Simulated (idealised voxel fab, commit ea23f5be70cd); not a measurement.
process module | voxel transistor to metal
cross-section cut | 205 nm wide | cells 5 nm
A cross-section is a grid of square cells, given in bands from the top down. A band is one or more rows of cells.
Each band's line starts with the height of the band's top and of its bottom, in nm. Then come its materials from left to right, each with its width in nm. One material with "throughout" fills the band from edge to edge. "air" is empty space.
Height 0 is the level under which the wafer as received is all one material. The lowest band goes on downwards, as in "0 down".
A width such as "30 to 40" changes by the same amount from each row of cells to the next, from the band's top row to its bottom row.
"no change" after a step means that no cell of the cross-section changed.
closed voids: empty space of 8 cells or more with no open way to the top, each as width x height at its distance from the left edge, in nm
after a step's settings: what the simulator itself notes on the step
overlay nm, on a step with a mask: how far to the right of its planned place the mask lay; to the left if negative
plan
1 op RECEIVE | material Si
2 op CONFORMAL_DEP | material SiO2 | thk nm 5
3 op CONFORMAL_DEP | material SiN | thk nm 15
4 op PATTERN | tone cover | mask id ACTIVE | material resist | width nm 115 | thk nm 15 | overlay nm -15
5 op DIRECTIONAL_ETCH | etch materials SiN | depth nm 15
6 op DIRECTIONAL_ETCH | etch materials SiO2 | depth nm 5
7 op DIRECTIONAL_ETCH | etch materials Si | depth nm 35
8 op STRIP | etch materials resist
9 op OXIDIZE | depth nm 5
10 op FILL_DEP | material SiO2 | thk nm 5
11 op CMP | height nm 20
12 op SELECTIVE_ETCH | etch materials SiO2 | depth nm 10
13 op STRIP | etch materials SiN
14 op SELECTIVE_ETCH | etch materials SiO2 | depth nm 5
15 op OXIDIZE | depth nm 5
16 op DIRECTIONAL_DEP | material polySi | thk nm 20
17 op DIRECTIONAL_DEP | material SiCN | thk nm 15
18 op PATTERN | tone cover | mask id GATE | material resist | width nm 35 | thk nm 15 | overlay nm 0
19 op DIRECTIONAL_ETCH | etch materials SiCN | depth nm 25
20 op DIRECTIONAL_ETCH | etch materials polySi | depth nm 30
21 op STRIP | etch materials resist
22 op CONFORMAL_DEP | material SiN | thk nm 5
23 op DIRECTIONAL_ETCH | etch materials SiN | depth nm 5
24 op DIRECTIONAL_ETCH | etch materials SiO2 | depth nm 5
25 op DIRECTIONAL_ETCH | etch materials Si | depth nm 5
26 op EPI | material nSi | thk nm 10
27 op FILL_DEP | material SiO2 | thk nm 10
28 op CMP | height nm 20
29 op STRIP | etch materials polySi
30 op SELECTIVE_ETCH | etch materials SiO2 | depth nm 5
31 op CONFORMAL_DEP | material HfO2 | thk nm 5
32 op CONFORMAL_DEP | material TiN | thk nm 5
33 op FILL_DEP | material W | thk nm 5
34 op CMP | height nm 15
35 op DIRECTIONAL_DEP | material SiO2 | thk nm 10
36 op MASKED_ETCH | tone open | mask id CONTACT | width nm 20 | pitch nm 85 | etch materials SiO2 | depth nm 25 | overlay nm 0
37 op CONFORMAL_DEP | material TiN | thk nm 5
38 op FILL_DEP | material Ru | thk nm 5
39 op CMP | height nm 25
40 op CONFORMAL_DEP | material SiCN | thk nm 5
41 op DIRECTIONAL_DEP | material lowk | thk nm 25
42 op MASKED_ETCH | tone open | mask id METAL_1 | width nm 20 | pitch nm 85 | etch materials lowk | depth nm 25 | overlay nm 0
43 op MASKED_ETCH | tone open | mask id METAL_1 | width nm 20 | pitch nm 85 | etch materials SiCN | depth nm 5 | overlay nm 0
44 op CONFORMAL_DEP | material TiN | thk nm 5
45 op FILL_DEP | material Cu | thk nm 5
46 op CMP | height nm 55
47 op CONFORMAL_DEP | material SiCN | thk nm 5
48 op DIRECTIONAL_DEP | material lowk | thk nm 30
49 op DIRECTIONAL_DEP | material aC | thk nm 10
50 op PATTERN | tone open | mask id METAL_2_HOLES | material resist | width nm 15 | pitch nm 85 | thk nm 25 | overlay nm 0
51 op DIRECTIONAL_ETCH | etch materials aC | depth nm 10
52 op STRIP | etch materials resist
53 op DIRECTIONAL_ETCH | etch materials lowk | depth nm 30
54 op STRIP | etch materials aC
55 op DIRECTIONAL_DEP | material aC | thk nm 10
56 op PATTERN | tone open | mask id METAL_2 | material resist | width nm 20 | pitch nm 85 | thk nm 25 | overlay nm 0
57 op DIRECTIONAL_ETCH | etch materials aC | depth nm 10
58 op STRIP | etch materials resist
59 op DIRECTIONAL_ETCH | etch materials lowk | depth nm 15
60 op DIRECTIONAL_ETCH | etch materials SiCN | depth nm 5
61 op STRIP | etch materials aC
62 op CONFORMAL_DEP | material TiN | thk nm 5
63 op FILL_DEP | material Cu | thk nm 5
64 op CMP | height nm 90
65 op CONFORMAL_DEP | material SiN | thk nm 5
varied across the wafers: overlay nm of step 4. The plan shows the first wafer's value. All wafers start alike
first wafer as received, after step 1
  0 down: Si throughout
  closed voids: none
first wafer at the end, after step 65
  95 to 90: SiN throughout
  90 to 80: lowk 50 | TiN 5 | Cu 10 | TiN 5 | lowk 65 | TiN 5 | Cu 10 | TiN 5 | lowk 50
  80 to 75: lowk 50 | TiN 5 | Cu 5 | TiN 10 | lowk 65 | TiN 5 | Cu 5 | TiN 10 | lowk 50
  75 to 60: lowk 50 | TiN 5 | Cu 5 | TiN 5 | lowk 70 | TiN 5 | Cu 5 | TiN 5 | lowk 55
  60 to 55: SiCN 50 | TiN 15 | SiCN 70 | TiN 15 | SiCN 55
  55 to 30: lowk 50 | TiN 5 | Cu 10 | TiN 5 | lowk 65 | TiN 5 | Cu 10 | TiN 5 | lowk 50
  30 to 25: SiCN 50 | TiN 20 | SiCN 65 | TiN 20 | SiCN 50
  25 to 15: SiO2 50 | TiN 5 | Ru 10 | TiN 5 | SiO2 65 | TiN 5 | Ru 10 | TiN 5 | SiO2 50
  15 to 10: SiO2 50 | TiN 5 | Ru 10 | TiN 5 | SiO2 10 | SiN 5 | HfO2 5 | TiN 5 | W 15 | TiN 5 | HfO2 5 | SiN 5 | SiO2 10 | TiN 5 | Ru 10 | TiN 5 | SiO2 50
  10 to 5: SiO2 50 | TiN 5 | Ru 10 | TiN 5 | SiO2 10 | SiN 5 | HfO2 5 | TiN 5 | W 15 | TiN 5 | HfO2 5 | SiN 5 | SiO2 10 | TiN 20 | SiO2 50
  5 to 0: SiO2 25 | SiN 5 | SiO2 20 | TiN 20 | nSi 10 | SiN 5 | HfO2 5 | TiN 25 | HfO2 5 | SiN 5 | nSi 10 | TiN 10 | SiN 5 | TiN 5 | SiO2 50
  0 to -5: SiO2 30 | nSi 50 | HfO2 45 | nSi 20 | SiO2 60
  -5 to -10: SiO2 35 | nSi 45 | Si 45 | nSi 15 | SiO2 65
  -10 to -40: SiO2 35 | Si 105 | SiO2 65
  -40 down: Si throughout
  closed voids: none
last wafer at the end
  95 to 90: SiN throughout
  90 to 80: lowk 50 | TiN 5 | Cu 10 | TiN 5 | lowk 65 | TiN 5 | Cu 10 | TiN 5 | lowk 50
  80 to 75: lowk 50 | TiN 5 | Cu 5 | TiN 10 | lowk 65 | TiN 5 | Cu 5 | TiN 10 | lowk 50
  75 to 60: lowk 50 | TiN 5 | Cu 5 | TiN 5 | lowk 70 | TiN 5 | Cu 5 | TiN 5 | lowk 55
  60 to 55: SiCN 50 | TiN 15 | SiCN 70 | TiN 15 | SiCN 55
  55 to 30: lowk 50 | TiN 5 | Cu 10 | TiN 5 | lowk 65 | TiN 5 | Cu 10 | TiN 5 | lowk 50
  30 to 25: SiCN 50 | TiN 20 | SiCN 65 | TiN 20 | SiCN 50
  25 to 15: SiO2 50 | TiN 5 | Ru 10 | TiN 5 | SiO2 65 | TiN 5 | Ru 10 | TiN 5 | SiO2 50
  15 to 10: SiO2 50 | TiN 5 | Ru 10 | TiN 5 | SiO2 10 | SiN 5 | HfO2 5 | TiN 5 | W 15 | TiN 5 | HfO2 5 | SiN 5 | SiO2 10 | TiN 5 | Ru 10 | TiN 5 | SiO2 50
  10 to 5: SiO2 50 | TiN 20 | SiO2 10 | SiN 5 | HfO2 5 | TiN 5 | W 15 | TiN 5 | HfO2 5 | SiN 5 | SiO2 10 | TiN 5 | Ru 10 | TiN 5 | SiO2 50
  5 to 0: SiO2 50 | TiN 5 | SiN 5 | TiN 10 | nSi 10 | SiN 5 | HfO2 5 | TiN 25 | HfO2 5 | SiN 5 | nSi 10 | TiN 20 | SiO2 20 | SiN 5 | SiO2 25
  0 to -5: SiO2 60 | nSi 20 | HfO2 45 | nSi 50 | SiO2 30
  -5 to -10: SiO2 65 | nSi 15 | Si 45 | nSi 45 | SiO2 35
  -10 to -40: SiO2 65 | Si 105 | SiO2 35
  -40 down: Si throughout
  closed voids: none
each wafer at the end: cells of each material gained (+) or lost (-) since it was received, then its closed voids
overlay nm -15 | +36 Cu | +15 HfO2 | +14 Ru | -193 Si | +68 SiCN | +49 SiN | +291 SiO2 | +94 TiN | +6 W | +369 lowk | +30 nSi | closed voids: none
overlay nm -10 | +36 Cu | +15 HfO2 | +15 Ru | -193 Si | +68 SiCN | +49 SiN | +291 SiO2 | +93 TiN | +6 W | +369 lowk | +30 nSi | closed voids: none
overlay nm -5 | +36 Cu | +15 HfO2 | +16 Ru | -193 Si | +68 SiCN | +49 SiN | +290 SiO2 | +93 TiN | +6 W | +369 lowk | +30 nSi | closed voids: none
overlay nm 0 | +36 Cu | +15 HfO2 | +16 Ru | -193 Si | +68 SiCN | +49 SiN | +290 SiO2 | +93 TiN | +6 W | +369 lowk | +30 nSi | closed voids: none
overlay nm 5 | +36 Cu | +15 HfO2 | +16 Ru | -193 Si | +68 SiCN | +49 SiN | +290 SiO2 | +93 TiN | +6 W | +369 lowk | +30 nSi | closed voids: none
overlay nm 10 | +36 Cu | +15 HfO2 | +15 Ru | -193 Si | +68 SiCN | +49 SiN | +291 SiO2 | +93 TiN | +6 W | +369 lowk | +30 nSi | closed voids: none
overlay nm 15 | +36 Cu | +15 HfO2 | +14 Ru | -193 Si | +68 SiCN | +49 SiN | +291 SiO2 | +94 TiN | +6 W | +369 lowk | +30 nSi | closed voids: none
